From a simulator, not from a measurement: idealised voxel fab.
The process module that follows is named voxel ribs on slabs.
Square cells of 5 nm make up the cross-section cut, whose width is 210 nm.
Heads up, the way a cross-section reads in here is a grid of square cells, handed over as bands from the top down, with every band being one or more rows of cells.
This entry defines a band. It first specifies the height of the band's top and the height of its bottom in nm, and then specifies the band's materials from left to right, stating each material with its width in nm. The word "full width" identifies a single material that fills the band from edge to edge, while the word "empty" identifies empty space.
Heights are reckoned from 0. Under this level, the received wafer is all of one material. The bottommost band is open-ended downward, for example "0 -> down".
Quick explanation for "30 to 40": the width changes in equal steps down the rows of cells, from the first number in the band's top row to the second number in its bottom row.
The designation "left unchanged", where it is given for a processing step, indicates that no cell of the cross-section was altered in the course of that step.
Reported under the label "Closed cavities" are the empty spaces having no open way to the top and comprising 8 cells or more; the notation for each is width x height at distance, in which the distance is measured from the left edge and all three values are in nm.
That trailing text on a step's line, after the settings, is the simulator's own remark on the step.
The setting "overlay nm" may be written on the line of a step. When the step uses a mask, the value reports how far to the right of the planned place the mask lay, and a negative value reports that it lay to the left.
So here's the lineup of process steps we planned
step 1: RECEIVE [material Si]
step 2: DIRECTIONAL_DEP [material SiO2] [thk nm 25]
step 3: DIRECTIONAL_DEP [material SiN] [thk nm 25]
step 4: MASKED_ETCH [tone cover] [mask id RIB] [width nm 15] [etch materials SiN] [depth nm 10] [overlay nm 0]
step 5: PATTERN [tone cover] [mask id SLAB] [material resist] [width nm 65] [thk nm 15] [overlay nm 0]
step 6: DIRECTIONAL_ETCH [etch materials SiN] [depth nm 15]
step 7: STRIP [etch materials resist]
step 8: FILL_DEP [material SiO2] [thk nm 25]
step 9: CMP [height nm 70]
step 10: DIRECTIONAL_DEP [material TiN] [thk nm 5]
step 11: PATTERN [tone cover] [mask id HEATER] [material resist] [width nm 25] [thk nm 20] [overlay nm 0]
step 12: DIRECTIONAL_ETCH [etch materials TiN] [depth nm 5]
step 13: STRIP [etch materials resist]
step 14: CONFORMAL_DEP [material SiN] [thk nm 10]
Concerning the first of two wafers, which was run in accordance with the plan
As-received state of the wafer in cross-section, equivalent to post-step 1
* 0 -> down = Si full width
* Closed cavities: none
Wafer xsec, post step 2
* 25 -> 0 = SiO2 full width
* Below 0, no change.
Wafer xsec, post step 3
* 50 -> 25 = SiN full width
* Below 25, no change.
Wafer xsec, post step 4
* 50 -> 40 = 95 empty  15 SiN  100 empty
* Below 40, no change.
Wafer xsec, post step 5
* 65 -> 50 = 70 empty  65 resist  75 empty
* 50 -> 40 = 70 empty  25 resist  15 SiN  25 resist  75 empty
* Below 40, no change.
Wafer xsec, post step 6
* 65 -> 50 = 70 empty  65 resist  75 empty
* 50 -> 40 = 70 empty  25 resist  15 SiN  25 resist  75 empty
* 40 -> 25 = 70 empty  65 SiN  75 empty
* Below 25, no change.
Wafer xsec, post step 7
* 50 -> 40 = 95 empty  15 SiN  100 empty
* Below 40, no change.
Wafer xsec, post step 8
* 75 -> 50 = SiO2 full width
* 50 -> 40 = 95 SiO2  15 SiN  100 SiO2
* 40 -> 25 = 70 SiO2  65 SiN  75 SiO2
* Below 25, no change.
Wafer xsec, post step 9
* 70 -> 50 = SiO2 full width
* Below 50, no change.
Wafer xsec, post step 10
* 75 -> 70 = TiN full width
* Below 70, no change.
Wafer xsec, post step 11
* 95 -> 75 = 90 empty  25 resist  95 empty
* Below 75, no change.
Wafer xsec, post step 12
* 95 -> 75 = 90 empty  25 resist  95 empty
* 75 -> 70 = 90 empty  25 TiN  95 empty
* Below 70, no change.
Wafer xsec, post step 13
* 75 -> 70 = 90 empty  25 TiN  95 empty
* Below 70, no change.
Wafer xsec, post step 14
* 85 -> 80 = 80 empty  45 SiN  85 empty
* 80 -> 75 = SiN full width
* 75 -> 70 = 90 SiN  25 TiN  95 SiN
* Below 70, no change.
Wafer two. Same start, same plan, one slip in execution. Same as wafer one through step 2, inclusive
What the second wafer looks like in cross-section when step 3 should have wrapped up
* 75 -> 25 = SiN full width
* Below 25, no change.
What the second wafer looks like in cross-section when step 4 should have wrapped up
* 75 -> 65 = 95 empty  15 SiN  100 empty
* Below 65, no change.
What the second wafer looks like in cross-section when step 5 should have wrapped up
* 90 -> 75 = 70 empty  65 resist  75 empty
* 75 -> 65 = 70 empty  25 resist  15 SiN  25 resist  75 empty
* Below 65, no change.
What the second wafer looks like in cross-section when step 6 should have wrapped up
* 90 -> 75 = 70 empty  65 resist  75 empty
* 75 -> 65 = 70 empty  25 resist  15 SiN  25 resist  75 empty
* 65 -> 50 = 70 empty  65 SiN  75 empty
* Below 50, no change.
What the second wafer looks like in cross-section when step 7 should have wrapped up
* 75 -> 65 = 95 empty  15 SiN  100 empty
* Below 65, no change.
What the second wafer looks like in cross-section when step 8 should have wrapped up
* 100 -> 75 = SiO2 full width
* 75 -> 65 = 95 SiO2  15 SiN  100 SiO2
* 65 -> 50 = 70 SiO2  65 SiN  75 SiO2
* Below 50, no change.
What the second wafer looks like in cross-section when step 9 should have wrapped up
* 70 -> 65 = 95 SiO2  15 SiN  100 SiO2
* Below 65, no change.
What the second wafer looks like in cross-section when step 10 should have wrapped up
* 75 -> 70 = TiN full width
* Below 70, no change.
What the second wafer looks like in cross-section when step 11 should have wrapped up
* 95 -> 75 = 90 empty  25 resist  95 empty
* Below 75, no change.
What the second wafer looks like in cross-section when step 12 should have wrapped up
* 95 -> 75 = 90 empty  25 resist  95 empty
* 75 -> 70 = 90 empty  25 TiN  95 empty
* Below 70, no change.
What the second wafer looks like in cross-section when step 13 should have wrapped up
* 75 -> 70 = 90 empty  25 TiN  95 empty
* Below 70, no change.
What the second wafer looks like in cross-section when step 14 should have wrapped up
* 85 -> 80 = 80 empty  45 SiN  85 empty
* 80 -> 75 = SiN full width
* 75 -> 70 = 90 SiN  25 TiN  95 SiN
* Below 70, no change.
Where did the run depart from the plan? twice, step 3 of the plan was run
The closing comparison, in cells, has the second wafer with more or fewer of some materials than the first: +207 SiN | -207 SiO2
